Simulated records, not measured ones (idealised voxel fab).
Process module, titled voxel ribs on slabs
FYI the section here is cut, 265 nm wide, cells are 5 nm squares.
Cross-section spec: square-cell grid; bands listed top down; each band is one or more rows.
This entry defines a band. It first specifies the height of the band's top and the height of its bottom in nm, and then specifies the band's materials from left to right, stating each material with its width in nm. The word "all across" identifies a single material that fills the band from edge to edge, while the word "air" identifies empty space.
Measure heights from 0. That's the level where, below it, the as-received wafer is all one material. The lowest band is bottomless and extends downward; write it as in "from 0 down".
Read "30->40" as a graded width: first number on top, second number at the bottom, same change between each pair of neighbouring rows.
For the purposes of this document, the phrase "no change" attached to a step denotes that no cell within the cross-section was modified by that step.
"Voids, enclosed" enumerates empty spaces isolated from the top, with no open way to it, that contain at least 8 cells, giving each as width x height at distance from the left edge, all three in nm.
It should be noted that, on the line of a given step, the content following the step's settings is a remark produced by the simulator itself with respect to that step.
The line of a step may include "overlay nm". On a step with a mask, this value is how far to the right of its planned place the mask lay. A negative value means the mask lay to the left.

THE PLANNED PROCESS STEPS ARE ENUMERATED HEREUNDER
| 1 | RECEIVE, material Si |
| 2 | DIRECTIONAL_DEP, material SiO2, thk nm 25 |
| 3 | DIRECTIONAL_DEP, material polySi, thk nm 15 |
| 4 | DIRECTIONAL_DEP, material aC, thk nm 15 |
| 5 | PATTERN, tone cover, mask id RIB, material resist, width nm 20, thk nm 30, overlay nm 0 |
| 6 | DIRECTIONAL_ETCH, etch materials aC, depth nm 15 |
| 7 | STRIP, etch materials resist |
| 8 | DIRECTIONAL_ETCH, etch materials polySi, depth nm 5 |
| 9 | STRIP, etch materials aC |
| 10 | DIRECTIONAL_DEP, material aC, thk nm 10 |
| 11 | PATTERN, tone cover, mask id SLAB, material resist, width nm 50, thk nm 25, overlay nm 0 |
| 12 | DIRECTIONAL_ETCH, etch materials aC, depth nm 10 |
| 13 | STRIP, etch materials resist |
| 14 | DIRECTIONAL_ETCH, etch materials polySi, depth nm 10 |
| 15 | STRIP, etch materials aC |
| 16 | FILL_DEP, material SiO2, thk nm 30 |
| 17 | CMP, height nm 60 |
| 18 | DIRECTIONAL_DEP, material W, thk nm 10 |
| 19 | MASKED_ETCH, tone cover, mask id HEATER, width nm 30, etch materials W, depth nm 10, overlay nm 0 |
| 20 | CONFORMAL_DEP, material SiO2, thk nm 10 |

BELOW: THE FIRST OF TWO WAFERS, RUN AS PLANNED

THIS IS THE CROSS-SECTION OF THE WAFER AS WE RECEIVED IT, I.E. AFTER STEP 1
> from 0 down = Si all across
> Voids, enclosed: none

STEP 2 DONE - WAFER CROSS-SECTION
> from 25 to 0 = SiO2 all across
> Unchanged below 0.

STEP 3 DONE - WAFER CROSS-SECTION
> from 40 to 25 = polySi all across
> Unchanged below 25.

STEP 4 DONE - WAFER CROSS-SECTION
> from 55 to 40 = aC all across
> Unchanged below 40.

STEP 5 DONE - WAFER CROSS-SECTION
> from 85 to 55 = air (120) / resist (20) / air (125)
> Unchanged below 55.

STEP 6 DONE - WAFER CROSS-SECTION
> from 70 to 55 = air (120) / resist (20) / air (125)
> from 55 to 40 = air (120) / aC (20) / air (125)
> Unchanged below 40.

STEP 7 DONE - WAFER CROSS-SECTION
> from 55 to 40 = air (120) / aC (20) / air (125)
> Unchanged below 40.

STEP 8 DONE - WAFER CROSS-SECTION
> from 55 to 40 = air (120) / aC (20) / air (125)
> from 40 to 35 = air (120) / polySi (20) / air (125)
> Unchanged below 35.

STEP 9 DONE - WAFER CROSS-SECTION
> from 40 to 35 = air (120) / polySi (20) / air (125)
> Unchanged below 35.

STEP 10 DONE - WAFER CROSS-SECTION
> from 50 to 45 = air (120) / aC (20) / air (125)
> from 45 to 40 = aC all across
> from 40 to 35 = aC (120) / polySi (20) / aC (125)
> Unchanged below 35.

STEP 11 DONE - WAFER CROSS-SECTION
> from 75 to 50 = air (105) / resist (50) / air (110)
> from 50 to 45 = air (105) / resist (15) / aC (20) / resist (15) / air (110)
> Unchanged below 45.

STEP 12 DONE - WAFER CROSS-SECTION
> from 65 to 50 = air (105) / resist (50) / air (110)
> from 50 to 45 = air (105) / resist (15) / aC (20) / resist (15) / air (110)
> from 45 to 40 = air (105) / aC (50) / air (110)
> from 40 to 35 = air (105) / aC (15) / polySi (20) / aC (15) / air (110)
> Unchanged below 35.

STEP 13 DONE - WAFER CROSS-SECTION
> from 50 to 40 = air (120->105) / aC (20->50) / air (125->110)
> Unchanged below 40.

STEP 14 DONE - WAFER CROSS-SECTION
> from 50 to 40 = air (120->105) / aC (20->50) / air (125->110)
> from 40 to 35 = air (105) / aC (15) / polySi (20) / aC (15) / air (110)
> from 35 to 25 = air (105) / polySi (50) / air (110)
> Unchanged below 25.

STEP 15 DONE - WAFER CROSS-SECTION
> from 40 to 35 = air (120) / polySi (20) / air (125)
> Unchanged below 35.

STEP 16 DONE - WAFER CROSS-SECTION
> from 70 to 40 = SiO2 all across
> from 40 to 35 = SiO2 (120) / polySi (20) / SiO2 (125)
> from 35 to 25 = SiO2 (105) / polySi (50) / SiO2 (110)
> Unchanged below 25.

STEP 17 DONE - WAFER CROSS-SECTION
> from 60 to 40 = SiO2 all across
> Unchanged below 40.

STEP 18 DONE - WAFER CROSS-SECTION
> from 70 to 60 = W all across
> Unchanged below 60.

STEP 19 DONE - WAFER CROSS-SECTION
> from 70 to 60 = air (115) / W (30) / air (120)
> Unchanged below 60.

STEP 20 DONE - WAFER CROSS-SECTION
> from 80 to 70 = air (105) / SiO2 (50) / air (110)
> from 70 to 60 = SiO2 (115) / W (30) / SiO2 (120)
> Unchanged below 60.

WAFER TWO. IDENTICAL START, IDENTICAL PLAN. ONE MISTAKE IN EXECUTION. IDENTICAL HISTORY THROUGH STEP 10

SECOND WAFER, CUT VIEW, END OF STEP 11 PER PLAN
> from 75 to 50 = resist (105) / air (50) / resist (110)
> from 50 to 45 = resist (105) / air (15) / aC (20) / air (15) / resist (110)
> Unchanged below 45.

SECOND WAFER, CUT VIEW, END OF STEP 12 PER PLAN
> from 65 to 45 = resist (105) / air (50) / resist (110)
> from 45 to 40 = aC (105) / air (50) / aC (110)
> from 40 to 35 = aC (105) / air (15) / polySi (20) / air (15) / aC (110)
> Unchanged below 35.

SECOND WAFER, CUT VIEW, END OF STEP 13 PER PLAN
> from 45 to 40 = aC (105) / air (50) / aC (110)
> Unchanged below 40.

SECOND WAFER, CUT VIEW, END OF STEP 14 PER PLAN
> from 45 to 35 = aC (105) / air (50) / aC (110)
> from 35 to 30 = polySi (105) / air (50) / polySi (110)
> from 30 to 25 = polySi (105) / air (15) / polySi (20) / air (15) / polySi (110)
> Unchanged below 25.

SECOND WAFER, CUT VIEW, END OF STEP 15 PER PLAN
> from 35 to 30 = polySi (105) / air (50) / polySi (110)
> Unchanged below 30.

SECOND WAFER, CUT VIEW, END OF STEP 16 PER PLAN
> from 65 to 35 = SiO2 all across
> from 35 to 30 = polySi (105) / SiO2 (50) / polySi (110)
> from 30 to 25 = polySi (105) / SiO2 (15) / polySi (20) / SiO2 (15) / polySi (110)
> Unchanged below 25.

SECOND WAFER, CUT VIEW, END OF STEP 17 PER PLAN
> from 60 to 35 = SiO2 all across
> Unchanged below 35.

SECOND WAFER, CUT VIEW, END OF STEP 18 PER PLAN
> from 70 to 60 = W all across
> Unchanged below 60.

SECOND WAFER, CUT VIEW, END OF STEP 19 PER PLAN
> from 70 to 60 = air (115) / W (30) / air (120)
> Unchanged below 60.

SECOND WAFER, CUT VIEW, END OF STEP 20 PER PLAN
> from 80 to 70 = air (105) / SiO2 (50) / air (110)
> from 70 to 60 = SiO2 (115) / W (30) / SiO2 (120)
> Unchanged below 60.
The mistake made against the process plan was this: contrary to plan, step 11 was performed as PATTERN, tone open, mask id SLAB, material resist, width nm 50, thk nm 25, overlay nm 0
In the final state, the cell counts of the second wafer exceed or fall short of those of the first for the following materials: SiO2 -66; polySi +66
